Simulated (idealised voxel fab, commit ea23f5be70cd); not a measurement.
Proc. module: voxel fin reveal
FYI the section here is cut, 235 nm wide, cells are 5 nm squares.
Reading order for cross-sections: top band down to bottom band. Underlying form: a grid of square cells. Band size: one or more rows of cells.
The entry gives the band's vertical extent as a top height and a bottom height in nm, then its horizontal make-up as materials from left to right, each with a width in nm. "air" stands for empty space; a single material marked "all across" fills the band edge to edge.
Height is counted from the level 0, under which the received wafer is composed throughout of one material. The lowest of the bands is not closed at the bottom but continues downward, in the notation "0 -> down".
Note: "30 to 40" means the width goes from the first number (top row of the band) to the second number (bottom row) in equal steps per row of cells.
Any step labelled "identical to before" changed none of the cells in the cross-section.
Listed in "Fully sealed cavities": every empty space of 8 or more cells without an open way to the top. Form: width x height at distance, the distance being from the left edge, all in nm.
If you see something after the settings on a step's line, that's the simulator's own remark about that step.
overlay nm, on a step with a mask: how far to the right of its planned place the mask lay; to the left if negative
### The planned process steps are enumerated hereunder
1 RECEIVE,material Si
2 CONFORMAL_DEP,material SiN,thk nm 5
3 PATTERN,tone cover,mask id FINS,material resist,width nm 15,pitch nm 40,thk nm 20,overlay nm 0
4 DIRECTIONAL_ETCH,etch materials SiN,depth nm 5
5 DIRECTIONAL_ETCH,etch materials Si,depth nm 35
6 STRIP,etch materials resist
7 OXIDIZE,depth nm 5
8 FILL_DEP,material SiO2,thk nm 5
9 CMP,height nm 5
10 SELECTIVE_ETCH,etch materials SiO2,depth nm 15
11 STRIP,etch materials SiN
12 CONFORMAL_DEP,material SiO2,thk nm 5
Variable across wafers: step 3 width nm (plan value is that of the first wafer; starting state common to all).
### Cross-section: the first of several wafers in its as-received state, i.e. following step 1
> 0 -> down = Si all across
> Fully sealed cavities: none
### Here's the first of several wafers in cross-section, end of the module, after the last step, step 12
> 5 -> 0 = air=50  SiO2=15  air=25  SiO2=15  air=25  SiO2=15  air=25  SiO2=15  air=50
> 0 -> -5 = air=50  SiO2=5  Si=5  SiO2=5  air=25  SiO2=5  Si=5  SiO2=5  air=25  SiO2=5  Si=5  SiO2=5  air=25  SiO2=5  Si=5  SiO2=5  air=50
> -5 -> -40 = SiO2=55  Si=5  SiO2=35  Si=5  SiO2=35  Si=5  SiO2=35  Si=5  SiO2=55
> -40 -> down = Si all across
> Fully sealed cavities: none
### Of the several wafers, the last: cross-section at the end of the module
> 5 -> 0 = air=45  SiO2=25  air=15  SiO2=25  air=15  SiO2=25  air=15  SiO2=25  air=45
> 0 -> -5 = air=45  SiO2=5  Si=15  SiO2=5  air=15  SiO2=5  Si=15  SiO2=5  air=15  SiO2=5  Si=15  SiO2=5  air=15  SiO2=5  Si=15  SiO2=5  air=45
> -5 -> -40 = SiO2=50  Si=15  SiO2=25  Si=15  SiO2=25  Si=15  SiO2=25  Si=15  SiO2=50
> -40 -> down = Si all across
> Fully sealed cavities: none
### Note: the following table is arranged by wafer, a row apiece. Each row reports the end-of-module state: per material, cells gained (+) or cells lost (-) compared with the wafer as received; closed voids follow
width nm 15 | -344 Si | +321 SiO2 | Fully sealed cavities: none
width nm 20 | -312 Si | +297 SiO2 | Fully sealed cavities: none
width nm 25 | -280 Si | +273 SiO2 | Fully sealed cavities: none
